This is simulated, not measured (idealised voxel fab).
The following process module bears the name voxel transistor to metal.
It is cross-section cut that appears here, measuring 175 nm in width, its square cells being 5 nm in size.
Square cells in a grid make up a cross-section in this document, and the grid is given as bands, listed from the top down, each one or more rows of cells. Basically the band line says how high the top is and how high the bottom is, in nm, and then what's in it from left to right, every material with its width in nm. Empty space shows up as "empty", and if a single material carries "throughout" it runs the full band edge to edge. Height 0 is the level under which the wafer as received is all one material. The lowest band goes on downwards, as in "z 0 and below". The expression "30->40" gives the width at the extremes of the band, the first number at its top row of cells and the second at its bottom row, with the width changing by equal amounts from each row to the next in between. The cross-section has no changed cell in any step marked "identical to before". Enclosed cavity list: empty space of 8 cells or more with no open way to the top, each as width x height at its distance from the left edge, in nm. Where a step's line continues beyond its settings, the continuation is a remark by the simulator itself on that step. "overlay nm" on a masked step: distance the mask lay right of its planned place, negative for left. What follows is a series of pairs. Each pair shows a cross-section before one process step and the cross-section after it, and the after view is drawn only down to the lowest band that changed. Beneath each pair is the step that lies between the two, with its settings. Pairs may come from different runs of this module on the same starting wafer, so a pair continues from the one above it only where its entry headed "Pre-step" says so.
Pre-step
z 40 to 25 = aC throughout
z 25 to 15 = SiO2 throughout
z 15 to 10 = SiO2 70, SiN 5, HfO2 5, TiN 5, W 5, TiN 5, HfO2 5, SiN 5, SiO2 70
z 10 to 5 = SiO2 30, SiN 5, SiO2 35, SiN 5, HfO2 5, TiN 5, W 5, TiN 5, HfO2 5, SiN 5, SiO2 35, SiN 5, SiO2 30
z 5 to 0 = SiO2 30, SiN 5, SiO2 35, SiN 5, HfO2 5, TiN 15, HfO2 5, SiN 5, SiO2 35, SiN 5, SiO2 30
z 0 to -5 = SiO2 35, SiGe 35, HfO2 35, SiGe 35, SiO2 35
z -5 to -50 = SiO2 35, Si 105, SiO2 35
z -50 and below = Si throughout
Enclosed cavity list: none
Post-Step Geometry
z 70 to 40 = resist 40, empty 20, resist 55, empty 20, resist 40
Everything below 40 is unchanged.
Enclosed cavity list: none
Processing between the before and after sections above: PATTERN, tone open, mask id CONTACT, material resist, width nm 20, pitch nm 75, thk nm 30, overlay nm 0
Pre-step: unchanged from the after cross-section in the pair immediately above; refer to that figure.
Post-Step Geometry
z 55 to 40 = resist 40, empty 20, resist 55, empty 20, resist 40
z 40 to 25 = aC 40, empty 20, aC 55, empty 20, aC 40
Everything below 25 is unchanged.
Enclosed cavity list: none
Processing between the before and after sections above: DIRECTIONAL_ETCH, etch materials aC, depth nm 15
Pre-step: unchanged from the after cross-section in the pair immediately above; refer to that figure.
Post-Step Geometry
z 40 to 25 = aC 40, empty 20, aC 55, empty 20, aC 40
Everything below 25 is unchanged.
Enclosed cavity list: none
Processing between the before and after sections above: STRIP, etch materials resist
Pre-step: unchanged from the after cross-section in the pair immediately above; refer to that figure.
Post-Step Geometry
z 40 to 25 = aC 40, empty 20, aC 55, empty 20, aC 40
z 25 to 15 = SiO2 40, empty 20, SiO2 55, empty 20, SiO2 40
z 15 to 10 = SiO2 40, empty 20, SiO2 10, SiN 5, HfO2 5, TiN 5, W 5, TiN 5, HfO2 5, SiN 5, SiO2 10, empty 20, SiO2 40
z 10 to 5 = SiO2 30, SiN 5, SiO2 5, empty 20, SiO2 10, SiN 5, HfO2 5, TiN 5, W 5, TiN 5, HfO2 5, SiN 5, SiO2 10, empty 20, SiO2 5, SiN 5, SiO2 30
z 5 to 0 = SiO2 30, SiN 5, SiO2 5, empty 20, SiO2 10, SiN 5, HfO2 5, TiN 15, HfO2 5, SiN 5, SiO2 10, empty 20, SiO2 5, SiN 5, SiO2 30
Everything below 0 is unchanged.
Enclosed cavity list: none
Processing between the before and after sections above: DIRECTIONAL_ETCH, etch materials SiO2, depth nm 25
Pre-step: unchanged from the after cross-section in the pair immediately above; refer to that figure.
Post-Step Geometry
z 25 to 15 = SiO2 40, empty 20, SiO2 55, empty 20, SiO2 40
Everything below 15 is unchanged.
Enclosed cavity list: none
Processing between the before and after sections above: STRIP, etch materials aC
Pre-step: unchanged from the after cross-section in the pair immediately above; refer to that figure.
Post-Step Geometry
z 30 to 25 = TiN 45, empty 10, TiN 65, empty 10, TiN 45
z 25 to 15 = SiO2 40, TiN 5, empty 10, TiN 5, SiO2 55, TiN 5, empty 10, TiN 5, SiO2 40
z 15 to 10 = SiO2 40, TiN 5, empty 10, TiN 5, SiO2 10, SiN 5, HfO2 5, TiN 5, W 5, TiN 5, HfO2 5, SiN 5, SiO2 10, TiN 5, empty 10, TiN 5, SiO2 40
z 10 to 5 = SiO2 30, SiN 5, SiO2 5, TiN 5, empty 10, TiN 5, SiO2 10, SiN 5, HfO2 5, TiN 5, W 5, TiN 5, HfO2 5, SiN 5, SiO2 10, TiN 5, empty 10, TiN 5, SiO2 5, SiN 5, SiO2 30
z 5 to 0 = SiO2 30, SiN 5, SiO2 5, TiN 20, SiO2 10, SiN 5, HfO2 5, TiN 15, HfO2 5, SiN 5, SiO2 10, TiN 20, SiO2 5, SiN 5, SiO2 30
Everything below 0 is unchanged.
Enclosed cavity list: none
Processing between the before and after sections above: CONFORMAL_DEP, material TiN, thk nm 5
Pre-step: unchanged from the after cross-section in the pair immediately above; refer to that figure.
Post-Step Geometry
z 35 to 30 = W throughout
z 30 to 25 = TiN 45, W 10, TiN 65, W 10, TiN 45
z 25 to 15 = SiO2 40, TiN 5, W 10, TiN 5, SiO2 55, TiN 5, W 10, TiN 5, SiO2 40
z 15 to 10 = SiO2 40, TiN 5, W 10, TiN 5, SiO2 10, SiN 5, HfO2 5, TiN 5, W 5, TiN 5, HfO2 5, SiN 5, SiO2 10, TiN 5, W 10, TiN 5, SiO2 40
z 10 to 5 = SiO2 30, SiN 5, SiO2 5, TiN 5, W 10, TiN 5, SiO2 10, SiN 5, HfO2 5, TiN 5, W 5, TiN 5, HfO2 5, SiN 5, SiO2 10, TiN 5, W 10, TiN 5, SiO2 5, SiN 5, SiO2 30
Everything below 5 is unchanged.
Enclosed cavity list: none
Processing between the before and after sections above: FILL_DEP, material W, thk nm 5
Pre-step: unchanged from the after cross-section in the pair immediately above; refer to that figure.
Post-Step Geometry
z 25 to 15 = SiO2 40, TiN 5, W 10, TiN 5, SiO2 55, TiN 5, W 10, TiN 5, SiO2 40
Everything below 15 is unchanged.
Enclosed cavity list: none
Processing between the before and after sections above: CMP, height nm 25
Pre-step: unchanged from the after cross-section in the pair immediately above; refer to that figure.
Post-Step Geometry
z 30 to 25 = SiCN throughout
Everything below 25 is unchanged.
Enclosed cavity list: none
Processing between the before and after sections above: CONFORMAL_DEP, material SiCN, thk nm 5
Pre-step: unchanged from the after cross-section in the pair immediately above; refer to that figure.
Post-Step Geometry
z 45 to 30 = lowk throughout
Everything below 30 is unchanged.
Enclosed cavity list: none
Processing between the before and after sections above: DIRECTIONAL_DEP, material lowk, thk nm 15
Pre-step: unchanged from the after cross-section in the pair immediately above; refer to that figure.
Post-Step Geometry
z 60 to 45 = resist 40, empty 20, resist 55, empty 20, resist 40
Everything below 45 is unchanged.
Enclosed cavity list: none
Processing between the before and after sections above: PATTERN, tone open, mask id METAL_1, material resist, width nm 20, pitch nm 75, thk nm 15, overlay nm 0
Pre-step: unchanged from the after cross-section in the pair immediately above; refer to that figure.
Post-Step Geometry
z 60 to 45 = resist 40, empty 20, resist 55, empty 20, resist 40
z 45 to 30 = lowk 40, empty 20, lowk 55, empty 20, lowk 40
Everything below 30 is unchanged.
Enclosed cavity list: none
Processing between the before and after sections above: DIRECTIONAL_ETCH, etch materials lowk, depth nm 15
Pre-step: unchanged from the after cross-section in the pair immediately above; refer to that figure.
Post-Step Geometry
z 60 to 45 = resist 40, empty 20, resist 55, empty 20, resist 40
z 45 to 30 = lowk 40, empty 20, lowk 55, empty 20, lowk 40
z 30 to 25 = SiCN 40, empty 20, SiCN 55, empty 20, SiCN 40
Everything below 25 is unchanged.
Enclosed cavity list: none
Processing between the before and after sections above: DIRECTIONAL_ETCH, etch materials SiCN, depth nm 5
Pre-step: unchanged from the after cross-section in the pair immediately above; refer to that figure.
Post-Step Geometry
z 45 to 30 = lowk 40, empty 20, lowk 55, empty 20, lowk 40
Everything below 30 is unchanged.
Enclosed cavity list: none
Processing between the before and after sections above: STRIP, etch materials resist
Pre-step: unchanged from the after cross-section in the pair immediately above; refer to that figure.
Post-Step Geometry
z 50 to 45 = TiN 45, empty 10, TiN 65, empty 10, TiN 45
z 45 to 30 = lowk 40, TiN 5, empty 10, TiN 5, lowk 55, TiN 5, empty 10, TiN 5, lowk 40
z 30 to 25 = SiCN 40, TiN 20, SiCN 55, TiN 20, SiCN 40
Everything below 25 is unchanged.
Enclosed cavity list: none
Processing between the before and after sections above: CONFORMAL_DEP, material TiN, thk nm 5
Pre-step: unchanged from the after cross-section in the pair immediately above; refer to that figure.
Post-Step Geometry
z 60 to 50 = Ru throughout
z 50 to 45 = TiN 45, Ru 10, TiN 65, Ru 10, TiN 45
z 45 to 30 = lowk 40, TiN 5, Ru 10, TiN 5, lowk 55, TiN 5, Ru 10, TiN 5, lowk 40
Everything below 30 is unchanged.
Enclosed cavity list: none
Processing between the before and after sections above: FILL_DEP, material Ru, thk nm 10
Pre-step: unchanged from the after cross-section in the pair immediately above; refer to that figure.
Post-Step Geometry
z 45 to 30 = lowk 40, TiN 5, Ru 10, TiN 5, lowk 55, TiN 5, Ru 10, TiN 5, lowk 40
Everything below 30 is unchanged.
Enclosed cavity list: none
Processing between the before and after sections above: CMP, height nm 45
Pre-step: unchanged from the after cross-section in the pair immediately above; refer to that figure.
Post-Step Geometry
z 50 to 45 = SiCN throughout
Everything below 45 is unchanged.
Enclosed cavity list: none
Processing between the before and after sections above: CONFORMAL_DEP, material SiCN, thk nm 5
Pre-step: unchanged from the after cross-section in the pair immediately above; refer to that figure.
Post-Step Geometry
z 75 to 50 = lowk throughout
Everything below 50 is unchanged.
Enclosed cavity list: none
Processing between the before and after sections above: DIRECTIONAL_DEP, material lowk, thk nm 25
Pre-step: unchanged from the after cross-section in the pair immediately above; refer to that figure.
Post-Step Geometry
z 85 to 75 = aC throughout
Everything below 75 is unchanged.
Enclosed cavity list: none
Processing between the before and after sections above: DIRECTIONAL_DEP, material aC, thk nm 10
Pre-step: unchanged from the after cross-section in the pair immediately above; refer to that figure.
Post-Step Geometry
z 110 to 85 = resist 40, empty 20, resist 55, empty 20, resist 40
Everything below 85 is unchanged.
Enclosed cavity list: none
Processing between the before and after sections above: PATTERN, tone open, mask id METAL_2, material resist, width nm 20, pitch nm 75, thk nm 25, overlay nm 0
Pre-step: unchanged from the after cross-section in the pair immediately above; refer to that figure.
Post-Step Geometry
z 100 to 85 = resist 40, empty 20, resist 55, empty 20, resist 40
z 85 to 75 = aC 40, empty 20, aC 55, empty 20, aC 40
Everything below 75 is unchanged.
Enclosed cavity list: none
Processing between the before and after sections above: DIRECTIONAL_ETCH, etch materials aC, depth nm 10
Pre-step: unchanged from the after cross-section in the pair immediately above; refer to that figure.
Post-Step Geometry
z 85 to 75 = aC 40, empty 20, aC 55, empty 20, aC 40
Everything below 75 is unchanged.
Enclosed cavity list: none
Processing between the before and after sections above: STRIP, etch materials resist
Pre-step: unchanged from the after cross-section in the pair immediately above; refer to that figure.
Post-Step Geometry
z 85 to 75 = aC 40, empty 20, aC 55, empty 20, aC 40
z 75 to 60 = lowk 40, empty 20, lowk 55, empty 20, lowk 40
Everything below 60 is unchanged.
Enclosed cavity list: none
Processing between the before and after sections above: DIRECTIONAL_ETCH, etch materials lowk, depth nm 15
Pre-step: unchanged from the after cross-section in the pair immediately above; refer to that figure.
Post-Step Geometry
z 75 to 60 = lowk 40, empty 20, lowk 55, empty 20, lowk 40
Everything below 60 is unchanged.
Enclosed cavity list: none
Processing between the before and after sections above: STRIP, etch materials aC
Pre-step: unchanged from the after cross-section in the pair immediately above; refer to that figure.
Post-Step Geometry
z 95 to 75 = resist 40, empty 15, resist 60, empty 15, resist 45
z 75 to 60 = lowk 40, empty 15, resist 5, lowk 55, empty 15, resist 5, lowk 40
Everything below 60 is unchanged.
Enclosed cavity list: none
Processing between the before and after sections above: PATTERN, tone open, mask id METAL_2_HOLES, material resist, width nm 15, pitch nm 75, thk nm 20, overlay nm 0
Pre-step: unchanged from the after cross-section in the pair immediately above; refer to that figure.
Post-Step Geometry
z 95 to 75 = resist 40, empty 15, resist 60, empty 15, resist 45
z 75 to 60 = lowk 40, empty 15, resist 5, lowk 55, empty 15, resist 5, lowk 40
z 60 to 50 = lowk 40, empty 15, lowk 60, empty 15, lowk 45
Everything below 50 is unchanged.
Enclosed cavity list: none
Processing between the before and after sections above: DIRECTIONAL_ETCH, etch materials lowk, depth nm 10
Pre-step: unchanged from the after cross-section in the pair immediately above; refer to that figure.
Post-Step Geometry
z 95 to 75 = resist 40, empty 15, resist 60, empty 15, resist 45
z 75 to 60 = lowk 40, empty 15, resist 5, lowk 55, empty 15, resist 5, lowk 40
z 60 to 50 = lowk 40, empty 15, lowk 60, empty 15, lowk 45
z 50 to 45 = SiCN 40, empty 15, SiCN 60, empty 15, SiCN 45
Everything below 45 is unchanged.
Enclosed cavity list: none
Processing between the before and after sections above: DIRECTIONAL_ETCH, etch materials SiCN, depth nm 5
Pre-step: unchanged from the after cross-section in the pair immediately above; refer to that figure.
Post-Step Geometry
z 75 to 60 = lowk 40, empty 20, lowk 55, empty 20, lowk 40
Everything below 60 is unchanged.
Enclosed cavity list: none
Processing between the before and after sections above: STRIP, etch materials resist
Pre-step: unchanged from the after cross-section in the pair immediately above; refer to that figure.
Post-Step Geometry
z 80 to 75 = TiN 45, empty 10, TiN 65, empty 10, TiN 45
z 75 to 65 = lowk 40, TiN 5, empty 10, TiN 5, lowk 55, TiN 5, empty 10, TiN 5, lowk 40
z 65 to 60 = lowk 40, TiN 5, empty 5, TiN 10, lowk 55, TiN 5, empty 5, TiN 10, lowk 40
z 60 to 50 = lowk 40, TiN 5, empty 5, TiN 5, lowk 60, TiN 5, empty 5, TiN 5, lowk 45
z 50 to 45 = SiCN 40, TiN 15, SiCN 60, TiN 15, SiCN 45
Everything below 45 is unchanged.
Enclosed cavity list: none
Processing between the before and after sections above: CONFORMAL_DEP, material TiN, thk nm 5
Pre-step: unchanged from the after cross-section in the pair immediately above; refer to that figure.
Post-Step Geometry
z 85 to 80 = Ru throughout
z 80 to 75 = TiN 45, Ru 10, TiN 65, Ru 10, TiN 45
z 75 to 65 = lowk 40, TiN 5, Ru 10, TiN 5, lowk 55, TiN 5, Ru 10, TiN 5, lowk 40
z 65 to 60 = lowk 40, TiN 5, Ru 5, TiN 10, lowk 55, TiN 5, Ru 5, TiN 10, lowk 40
z 60 to 50 = lowk 40, TiN 5, Ru 5, TiN 5, lowk 60, TiN 5, Ru 5, TiN 5, lowk 45
Everything below 50 is unchanged.
Enclosed cavity list: none
Processing between the before and after sections above: FILL_DEP, material Ru, thk nm 5
Pre-step: unchanged from the after cross-section in the pair immediately above; refer to that figure.
Post-Step Geometry
z 75 to 65 = lowk 40, TiN 5, Ru 10, TiN 5, lowk 55, TiN 5, Ru 10, TiN 5, lowk 40
Everything below 65 is unchanged.
Enclosed cavity list: none
Processing between the before and after sections above: CMP, height nm 75
Pre-step: unchanged from the after cross-section in the pair immediately above; refer to that figure.
Post-Step Geometry
z 80 to 75 = SiCN throughout
Everything below 75 is unchanged.
Enclosed cavity list: none
Processing between the before and after sections above: CONFORMAL_DEP, material SiCN, thk nm 5
Pre-step
z 25 to 15 = SiO2 40, TiN 5, W 10, TiN 5, SiO2 55, TiN 5, W 10, TiN 5, SiO2 40
z 15 to 10 = SiO2 40, TiN 5, W 10, TiN 5, SiO2 10, SiN 5, HfO2 5, TiN 5, W 5, TiN 5, HfO2 5, SiN 5, SiO2 10, TiN 5, W 10, TiN 5, SiO2 40
z 10 to 5 = SiO2 30, SiN 5, SiO2 5, TiN 5, W 10, TiN 5, SiO2 10, SiN 5, HfO2 5, TiN 5, W 5, TiN 5, HfO2 5, SiN 5, SiO2 10, TiN 5, W 10, TiN 5, SiO2 5, SiN 5, SiO2 30
z 5 to 0 = SiO2 30, SiN 5, SiO2 5, TiN 20, SiO2 10, SiN 5, HfO2 5, TiN 15, HfO2 5, SiN 5, SiO2 10, TiN 20, SiO2 5, SiN 5, SiO2 30
z 0 to -5 = SiO2 35, SiGe 35, HfO2 35, SiGe 35, SiO2 35
z -5 to -25 = SiO2 35, Si 105, SiO2 35
z -25 and below = Si throughout
Enclosed cavity list: none
Post-Step Geometry
z 40 to 25 = lowk throughout
Everything below 25 is unchanged.
Enclosed cavity list: none
Processing between the before and after sections above: DIRECTIONAL_DEP, material lowk, thk nm 15
Pre-step: unchanged from the after cross-section in the pair immediately above; refer to that figure.
Post-Step Geometry
z 45 to 40 = SiCN throughout
Everything below 40 is unchanged.
Enclosed cavity list: none
Processing between the before and after sections above: CONFORMAL_DEP, material SiCN, thk nm 5
Pre-step: unchanged from the after cross-section in the pair immediately above; refer to that figure.
Post-Step Geometry
z 60 to 45 = resist 40, empty 20, resist 55, empty 20, resist 40
Everything below 45 is unchanged.
Enclosed cavity list: none
Processing between the before and after sections above: PATTERN, tone open, mask id METAL_1, material resist, width nm 20, pitch nm 75, thk nm 15, overlay nm 0
Pre-step: unchanged from the after cross-section in the pair immediately above; refer to that figure.
Post-Step Geometry
z 60 to 45 = resist 40, empty 20, resist 55, empty 20, resist 40
z 45 to 40 = SiCN 40, empty 20, SiCN 55, empty 20, SiCN 40
Everything below 40 is unchanged.
Enclosed cavity list: none
Processing between the before and after sections above: DIRECTIONAL_ETCH, etch materials SiCN, depth nm 5
Pre-step: unchanged from the after cross-section in the pair immediately above; refer to that figure.
Post-Step Geometry
z 45 to 40 = SiCN 40, empty 20, SiCN 55, empty 20, SiCN 40
Everything below 40 is unchanged.
Enclosed cavity list: none
Processing between the before and after sections above: STRIP, etch materials resist
Pre-step: unchanged from the after cross-section in the pair immediately above; refer to that figure.
Post-Step Geometry
z 50 to 45 = TiN 45, empty 10, TiN 65, empty 10, TiN 45
z 45 to 40 = SiCN 40, TiN 20, SiCN 55, TiN 20, SiCN 40
Everything below 40 is unchanged.
Enclosed cavity list: none
Processing between the before and after sections above: CONFORMAL_DEP, material TiN, thk nm 5
Pre-step: unchanged from the after cross-section in the pair immediately above; refer to that figure.
Post-Step Geometry
z 60 to 50 = Ru throughout
z 50 to 45 = TiN 45, Ru 10, TiN 65, Ru 10, TiN 45
Everything below 45 is unchanged.
Enclosed cavity list: none
Processing between the before and after sections above: FILL_DEP, material Ru, thk nm 10
Pre-step: unchanged from the after cross-section in the pair immediately above; refer to that figure.
Post-Step Geometry
z 45 to 40 = SiCN 40, TiN 20, SiCN 55, TiN 20, SiCN 40
Everything below 40 is unchanged.
Enclosed cavity list: none
Processing between the before and after sections above: CMP, height nm 45
Pre-step: unchanged from the after cross-section in the pair immediately above; refer to that figure.
Post-Step Geometry
z 50 to 45 = SiCN throughout
Everything below 45 is unchanged.
Enclosed cavity list: none
Processing between the before and after sections above: CONFORMAL_DEP, material SiCN, thk nm 5
Pre-step: unchanged from the after cross-section in the pair immediately above; refer to that figure.
Post-Step Geometry
z 75 to 50 = lowk throughout
Everything below 50 is unchanged.
Enclosed cavity list: none
Processing between the before and after sections above: DIRECTIONAL_DEP, material lowk, thk nm 25
Pre-step: unchanged from the after cross-section in the pair immediately above; refer to that figure.
Post-Step Geometry
z 85 to 75 = aC throughout
Everything below 75 is unchanged.
Enclosed cavity list: none
Processing between the before and after sections above: DIRECTIONAL_DEP, material aC, thk nm 10
Pre-step: unchanged from the after cross-section in the pair immediately above; refer to that figure.
Post-Step Geometry
z 110 to 85 = resist 40, empty 20, resist 55, empty 20, resist 40
Everything below 85 is unchanged.
Enclosed cavity list: none
Processing between the before and after sections above: PATTERN, tone open, mask id METAL_2, material resist, width nm 20, pitch nm 75, thk nm 25, overlay nm 0
Pre-step: unchanged from the after cross-section in the pair immediately above; refer to that figure.
Post-Step Geometry
z 100 to 85 = resist 40, empty 20, resist 55, empty 20, resist 40
z 85 to 75 = aC 40, empty 20, aC 55, empty 20, aC 40
Everything below 75 is unchanged.
Enclosed cavity list: none
Processing between the before and after sections above: DIRECTIONAL_ETCH, etch materials aC, depth nm 10
Pre-step: unchanged from the after cross-section in the pair immediately above; refer to that figure.
Post-Step Geometry
z 85 to 75 = aC 40, empty 20, aC 55, empty 20, aC 40
Everything below 75 is unchanged.
Enclosed cavity list: none
Processing between the before and after sections above: STRIP, etch materials resist
Pre-step: unchanged from the after cross-section in the pair immediately above; refer to that figure.
Post-Step Geometry
z 85 to 75 = aC 40, empty 20, aC 55, empty 20, aC 40
z 75 to 60 = lowk 40, empty 20, lowk 55, empty 20, lowk 40
Everything below 60 is unchanged.
Enclosed cavity list: none
Processing between the before and after sections above: DIRECTIONAL_ETCH, etch materials lowk, depth nm 15
Pre-step: unchanged from the after cross-section in the pair immediately above; refer to that figure.
Post-Step Geometry
z 75 to 60 = lowk 40, empty 20, lowk 55, empty 20, lowk 40
Everything below 60 is unchanged.
Enclosed cavity list: none
Processing between the before and after sections above: STRIP, etch materials aC
Pre-step: unchanged from the after cross-section in the pair immediately above; refer to that figure.
Post-Step Geometry
z 95 to 75 = resist 40, empty 15, resist 60, empty 15, resist 45
z 75 to 60 = lowk 40, empty 15, resist 5, lowk 55, empty 15, resist 5, lowk 40
Everything below 60 is unchanged.
Enclosed cavity list: none
Processing between the before and after sections above: PATTERN, tone open, mask id METAL_2_HOLES, material resist, width nm 15, pitch nm 75, thk nm 20, overlay nm 0
Pre-step: unchanged from the after cross-section in the pair immediately above; refer to that figure.
Post-Step Geometry
z 95 to 75 = resist 40, empty 15, resist 60, empty 15, resist 45
z 75 to 60 = lowk 40, empty 15, resist 5, lowk 55, empty 15, resist 5, lowk 40
z 60 to 50 = lowk 40, empty 15, lowk 60, empty 15, lowk 45
Everything below 50 is unchanged.
Enclosed cavity list: none
Processing between the before and after sections above: DIRECTIONAL_ETCH, etch materials lowk, depth nm 10
Pre-step: unchanged from the after cross-section in the pair immediately above; refer to that figure.
Post-Step Geometry
z 95 to 75 = resist 40, empty 15, resist 60, empty 15, resist 45
z 75 to 60 = lowk 40, empty 15, resist 5, lowk 55, empty 15, resist 5, lowk 40
z 60 to 50 = lowk 40, empty 15, lowk 60, empty 15, lowk 45
z 50 to 45 = SiCN 40, empty 15, SiCN 60, empty 15, SiCN 45
Everything below 45 is unchanged.
Enclosed cavity list: none
Processing between the before and after sections above: DIRECTIONAL_ETCH, etch materials SiCN, depth nm 5
Pre-step: unchanged from the after cross-section in the pair immediately above; refer to that figure.
Post-Step Geometry
z 75 to 60 = lowk 40, empty 20, lowk 55, empty 20, lowk 40
Everything below 60 is unchanged.
Enclosed cavity list: none
Processing between the before and after sections above: STRIP, etch materials resist
Pre-step: unchanged from the after cross-section in the pair immediately above; refer to that figure.
Post-Step Geometry
z 80 to 75 = TiN 45, empty 10, TiN 65, empty 10, TiN 45
z 75 to 65 = lowk 40, TiN 5, empty 10, TiN 5, lowk 55, TiN 5, empty 10, TiN 5, lowk 40
z 65 to 60 = lowk 40, TiN 5, empty 5, TiN 10, lowk 55, TiN 5, empty 5, TiN 10, lowk 40
z 60 to 50 = lowk 40, TiN 5, empty 5, TiN 5, lowk 60, TiN 5, empty 5, TiN 5, lowk 45
z 50 to 40 = SiCN 40, TiN 15->20, SiCN 60->55, TiN 15->20, SiCN 45->40
Everything below 40 is unchanged.
Enclosed cavity list: none
Processing between the before and after sections above: CONFORMAL_DEP, material TiN, thk nm 5
Pre-step: unchanged from the after cross-section in the pair immediately above; refer to that figure.
Post-Step Geometry
z 85 to 80 = Ru throughout
z 80 to 75 = TiN 45, Ru 10, TiN 65, Ru 10, TiN 45
z 75 to 65 = lowk 40, TiN 5, Ru 10, TiN 5, lowk 55, TiN 5, Ru 10, TiN 5, lowk 40
z 65 to 60 = lowk 40, TiN 5, Ru 5, TiN 10, lowk 55, TiN 5, Ru 5, TiN 10, lowk 40
z 60 to 50 = lowk 40, TiN 5, Ru 5, TiN 5, lowk 60, TiN 5, Ru 5, TiN 5, lowk 45
Everything below 50 is unchanged.
Enclosed cavity list: none
Processing between the before and after sections above: FILL_DEP, material Ru, thk nm 5
Pre-step: unchanged from the after cross-section in the pair immediately above; refer to that figure.
Post-Step Geometry
z 75 to 65 = lowk 40, TiN 5, Ru 10, TiN 5, lowk 55, TiN 5, Ru 10, TiN 5, lowk 40
Everything below 65 is unchanged.
Enclosed cavity list: none
Processing between the before and after sections above: CMP, height nm 75
Pre-step: unchanged from the after cross-section in the pair immediately above; refer to that figure.
Post-Step Geometry
z 80 to 75 = SiCN throughout
Everything below 75 is unchanged.
Enclosed cavity list: none
Processing between the before and after sections above: CONFORMAL_DEP, material SiCN, thk nm 5
Pre-step
z 40 to 20 = empty 35, resist 105, empty 35
z 20 to 5 = empty 35, SiN 105, empty 35
z 5 to 0 = empty 35, SiO2 105, empty 35
z 0 and below = Si throughout
Enclosed cavity list: none
Post-Step Geometry
z 40 to 20 = empty 35, resist 105, empty 35
z 20 to 5 = empty 35, SiN 105, empty 35
z 5 to 0 = empty 35, SiO2 105, empty 35
z 0 to -35 = empty 35, Si 105, empty 35
Everything below -35 is unchanged.
Enclosed cavity list: none
Processing between the before and after sections above: DIRECTIONAL_ETCH, etch materials Si, depth nm 35
Pre-step: unchanged from the after cross-section in the pair immediately above; refer to that figure.
Post-Step Geometry
z 20 to 5 = empty 35, SiN 105, empty 35
Everything below 5 is unchanged.
Enclosed cavity list: none
Processing between the before and after sections above: STRIP, etch materials resist
Pre-step: unchanged from the after cross-section in the pair immediately above; refer to that figure.
Post-Step Geometry
z 35 to 20 = SiO2 throughout
z 20 to 5 = SiO2 35, SiN 105, SiO2 35
z 5 to 0 = SiO2 throughout
z 0 to -35 = SiO2 35, Si 105, SiO2 35
Everything below -35 is unchanged.
Enclosed cavity list: none
Processing between the before and after sections above: FILL_DEP, material SiO2, thk nm 15
Pre-step: unchanged from the after cross-section in the pair immediately above; refer to that figure.
Post-Step Geometry
z 20 to 5 = SiO2 35, SiN 105, SiO2 35
Everything below 5 is unchanged.
Enclosed cavity list: none
Processing between the before and after sections above: CMP, height nm 20
Pre-step: unchanged from the after cross-section in the pair immediately above; refer to that figure.
Post-Step Geometry
z 20 to 15 = empty 35, SiN 105, empty 35
Everything below 15 is unchanged.
Enclosed cavity list: none
Processing between the before and after sections above: SELECTIVE_ETCH, etch materials SiO2, depth nm 5
Pre-step: unchanged from the after cross-section in the pair immediately above; refer to that figure.
Post-Step Geometry
z 15 to 5 = SiO2 35, empty 105, SiO2 35
Everything below 5 is unchanged.
Enclosed cavity list: none
Processing between the before and after sections above: STRIP, etch materials SiN
Pre-step: unchanged from the after cross-section in the pair immediately above; refer to that figure.
Post-Step Geometry
z 10 to 0 = SiO2 30, empty 115, SiO2 30
Everything below 0 is unchanged.
Enclosed cavity list: none
Processing between the before and after sections above: SELECTIVE_ETCH, etch materials SiO2, depth nm 5
Pre-step: unchanged from the after cross-section in the pair immediately above; refer to that figure.
Post-Step Geometry
z 10 to 0 = SiO2 30, empty 115, SiO2 30
z 0 to -5 = SiO2 throughout
Everything below -5 is unchanged.
Enclosed cavity list: none
Processing between the before and after sections above: OXIDIZE, depth nm 5
Pre-step: unchanged from the after cross-section in the pair immediately above; refer to that figure.
Post-Step Geometry
z 30 to 20 = polySi 30, empty 115, polySi 30
z 20 to 10 = polySi throughout
z 10 to 0 = SiO2 30, polySi 115, SiO2 30
Everything below 0 is unchanged.
Enclosed cavity list: none
Processing between the before and after sections above: DIRECTIONAL_DEP, material polySi, thk nm 20
Pre-step: unchanged from the after cross-section in the pair immediately above; refer to that figure.
Post-Step Geometry
z 40 to 30 = SiCN 30, empty 115, SiCN 30
z 30 to 20 = polySi 30, SiCN 115, polySi 30
Everything below 20 is unchanged.
Enclosed cavity list: none
Processing between the before and after sections above: DIRECTIONAL_DEP, material SiCN, thk nm 10
Pre-step: unchanged from the after cross-section in the pair immediately above; refer to that figure.
Post-Step Geometry
z 55 to 45 = aC 30, empty 115, aC 30
z 45 to 40 = aC throughout
z 40 to 30 = SiCN 30, aC 115, SiCN 30
Everything below 30 is unchanged.
Enclosed cavity list: none
Processing between the before and after sections above: DIRECTIONAL_DEP, material aC, thk nm 15
Pre-step: unchanged from the after cross-section in the pair immediately above; refer to that figure.
Post-Step Geometry
z 85 to 55 = empty 75, resist 25, empty 75
z 55 to 45 = aC 30, empty 45, resist 25, empty 45, aC 30
Everything below 45 is unchanged.
Enclosed cavity list: none
Processing between the before and after sections above: PATTERN, tone cover, mask id GATE, material resist, width nm 25, thk nm 30, overlay nm 0
Pre-step: unchanged from the after cross-section in the pair immediately above; refer to that figure.
Post-Step Geometry
z 70 to 45 = empty 75, resist 25, empty 75
z 45 to 40 = empty 75, aC 25, empty 75
z 40 to 30 = SiCN 30, empty 45, aC 25, empty 45, SiCN 30
Everything below 30 is unchanged.
Enclosed cavity list: none
Processing between the before and after sections above: DIRECTIONAL_ETCH, etch materials aC, depth nm 15
Pre-step: unchanged from the after cross-section in the pair immediately above; refer to that figure.
Post-Step Geometry
z 45 to 40 = empty 75, aC 25, empty 75
Everything below 40 is unchanged.
Enclosed cavity list: none
Processing between the before and after sections above: STRIP, etch materials resist
Pre-step: unchanged from the after cross-section in the pair immediately above; refer to that figure.
Post-Step Geometry
z 45 to 30 = empty 75, aC 25, empty 75
z 30 to 20 = polySi 30, empty 45, SiCN 25, empty 45, polySi 30
Everything below 20 is unchanged.
Enclosed cavity list: none
Processing between the before and after sections above: DIRECTIONAL_ETCH, etch materials SiCN, depth nm 20
Pre-step: unchanged from the after cross-section in the pair immediately above; refer to that figure.
Post-Step Geometry
z 45 to 30 = empty 75, aC 25, empty 75
z 30 to 20 = empty 75, SiCN 25, empty 75
z 20 to 10 = empty 75, polySi 25, empty 75
z 10 to 0 = SiO2 30, empty 45, polySi 25, empty 45, SiO2 30
Everything below 0 is unchanged.
Enclosed cavity list: none
Processing between the before and after sections above: DIRECTIONAL_ETCH, etch materials polySi, depth nm 30
Pre-step: unchanged from the after cross-section in the pair immediately above; refer to that figure.
Post-Step Geometry
z 30 to 20 = empty 75, SiCN 25, empty 75
Everything below 20 is unchanged.
Enclosed cavity list: none
Processing between the before and after sections above: STRIP, etch materials aC
